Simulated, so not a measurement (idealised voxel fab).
process module | voxel transistor to metal
cross-section cut | 150 nm wide | cells 5 nm
A cross-section is a grid of square cells, given in bands from the top down. A band is one or more rows of cells.
Each band's line starts with the height of the band's top and of its bottom, in nm. Then come its materials from left to right, each with its width in nm. One material with "throughout" fills the band from edge to edge. "air" is empty space.
Height 0 is the level under which the wafer as received is all one material. The lowest band goes on downwards, as in "0 down".
A width such as "30 to 40" changes by the same amount from each row of cells to the next, from the band's top row to its bottom row.
"no change" after a step means that no cell of the cross-section changed.
closed voids: empty space of 8 cells or more with no open way to the top, each as width x height at its distance from the left edge, in nm
after a step's settings: what the simulator itself notes on the step
overlay nm, on a step with a mask: how far to the right of its planned place the mask lay; to the left if negative
plan
1 op RECEIVE | material Si
2 op OXIDIZE | depth nm 5
3 op CONFORMAL_DEP | material SiN | thk nm 10
4 op MASKED_ETCH | tone cover | mask id ACTIVE | width nm 105 | etch materials SiN | depth nm 10 | overlay nm 0
5 op MASKED_ETCH | tone cover | mask id ACTIVE | width nm 105 | etch materials SiO2 | depth nm 5 | overlay nm 0
6 op MASKED_ETCH | tone cover | mask id ACTIVE | width nm 105 | etch materials Si | depth nm 25 | overlay nm 0
7 op FILL_DEP | material SiO2 | thk nm 15
8 op CMP | height nm 10
9 op SELECTIVE_ETCH | etch materials SiO2 | depth nm 10
10 op STRIP | etch materials SiN
11 op SELECTIVE_ETCH | etch materials SiO2 | depth nm 5
12 op OXIDIZE | depth nm 5
13 op DIRECTIONAL_DEP | material polySi | thk nm 20
14 op DIRECTIONAL_DEP | material SiCN | thk nm 10
15 op PATTERN | tone cover | mask id GATE | material resist | width nm 15 | thk nm 15 | overlay nm 0
16 op DIRECTIONAL_ETCH | etch materials SiCN | depth nm 20
17 op DIRECTIONAL_ETCH | etch materials polySi | depth nm 30
18 op STRIP | etch materials resist
19 op CONFORMAL_DEP | material SiO2 | thk nm 5
20 op DIRECTIONAL_ETCH | etch materials SiO2 | depth nm 5
21 op CONFORMAL_DEP | material SiN | thk nm 10
22 op DIRECTIONAL_ETCH | etch materials SiN | depth nm 10
23 op DIRECTIONAL_ETCH | etch materials SiO2 | depth nm 5
24 op DIRECTIONAL_ETCH | etch materials Si | depth nm 5
25 op EPI | material SiGe | thk nm 5
26 op FILL_DEP | material SiO2 | thk nm 5
27 op CMP | height nm 25
28 op DIRECTIONAL_DEP | material SiO2 | thk nm 10
29 op DIRECTIONAL_DEP | material aC | thk nm 15
30 op PATTERN | tone open | mask id CONTACT | material resist | width nm 30 | pitch nm 55 | thk nm 35 | overlay nm 0
31 op DIRECTIONAL_ETCH | etch materials aC | depth nm 15
32 op STRIP | etch materials resist
33 op DIRECTIONAL_ETCH | etch materials SiO2 | depth nm 45
34 op STRIP | etch materials aC
35 op CONFORMAL_DEP | material TiN | thk nm 5
36 op FILL_DEP | material W | thk nm 5
37 op CMP | height nm 35
38 op DIRECTIONAL_DEP | material TiN | thk nm 5
39 op DIRECTIONAL_DEP | material Ru | thk nm 15
40 op PATTERN | tone cover | mask id METAL_1 | material resist | width nm 15 | pitch nm 70 | thk nm 20 | overlay nm 0
41 op DIRECTIONAL_ETCH | etch materials Ru | depth nm 15
42 op DIRECTIONAL_ETCH | etch materials TiN | depth nm 5
43 op STRIP | etch materials resist
44 op CONFORMAL_DEP | material SiCN | thk nm 5
45 op FILL_DEP | material lowk | thk nm 10
46 op CMP | height nm 55
47 op CONFORMAL_DEP | material SiCN | thk nm 5
48 op DIRECTIONAL_DEP | material SiO2 | thk nm 35
49 op PATTERN | tone open | mask id METAL_2 | material resist | width nm 15 | pitch nm 70 | thk nm 20 | overlay nm 0
50 op DIRECTIONAL_ETCH | etch materials SiO2 | depth nm 20
51 op STRIP | etch materials resist
52 op DIRECTIONAL_DEP | material aC | thk nm 10
53 op PATTERN | tone open | mask id METAL_2_HOLES | material resist | width nm 15 | pitch nm 70 | thk nm 30 | overlay nm 0
54 op DIRECTIONAL_ETCH | etch materials aC | depth nm 10
55 op STRIP | etch materials resist
56 op DIRECTIONAL_ETCH | etch materials SiO2 | depth nm 15
57 op DIRECTIONAL_ETCH | etch materials SiCN | depth nm 5
58 op STRIP | etch materials aC
59 op CONFORMAL_DEP | material TiN | thk nm 5
60 op FILL_DEP | material Cu | thk nm 5
61 op CMP | height nm 95
62 op CONFORMAL_DEP | material SiCN | thk nm 5
as received, after step 1
  0 down: Si throughout
  closed voids: none
a wafer at the end: this start, this plan, one mistake
  100 to 95: SiCN throughout
  95 to 60: SiO2 30 | TiN 5 | Cu 5 | TiN 5 | SiO2 55 | TiN 5 | Cu 5 | TiN 5 | SiO2 35
  60 to 55: SiCN 30 | TiN 15 | SiCN 55 | TiN 15 | SiCN 35
  55 to 40: lowk 25 | SiCN 5 | Ru 15 | SiCN 5 | lowk 45 | SiCN 5 | Ru 15 | SiCN 5 | lowk 30
  40 to 35: SiCN 30 | TiN 15 | SiCN 55 | TiN 15 | SiCN 35
  35 to 25: SiO2 30 | TiN 5 | W 20 to 10 | TiN 5 to 15 | SiO2 25 | TiN 5 to 15 | W 20 to 10 | TiN 5 | SiO2 35
  25 to 15: SiO2 30 | TiN 5 | W 10 | TiN 5 | SiN 10 | SiO2 5 | SiCN 15 | SiO2 5 | SiN 10 | TiN 5 | W 10 | TiN 5 | SiO2 35
  15 to 0: SiO2 30 | TiN 5 | W 10 | TiN 5 | SiN 10 | SiO2 5 | polySi 15 | SiO2 5 | SiN 10 | TiN 5 | W 10 | TiN 5 | SiO2 35
  0 to -5: SiO2 30 | TiN 5 | W 5 | TiN 10 | SiN 10 | SiO2 5 | polySi 15 | SiO2 5 | SiN 10 | TiN 10 | W 5 | TiN 5 | SiO2 35
  -5 to -10: SiO2 30 | TiN 15 | SiGe 5 | SiO2 45 | SiGe 5 | TiN 15 | SiO2 35
  -10 to -15: SiO2 20 | SiGe 30 | Si 45 | SiGe 30 | SiO2 25
  -15 to -55: SiO2 20 | Si 105 | SiO2 25
  -55 down: Si throughout
  closed voids: none
what went wrong: step 6 was run twice
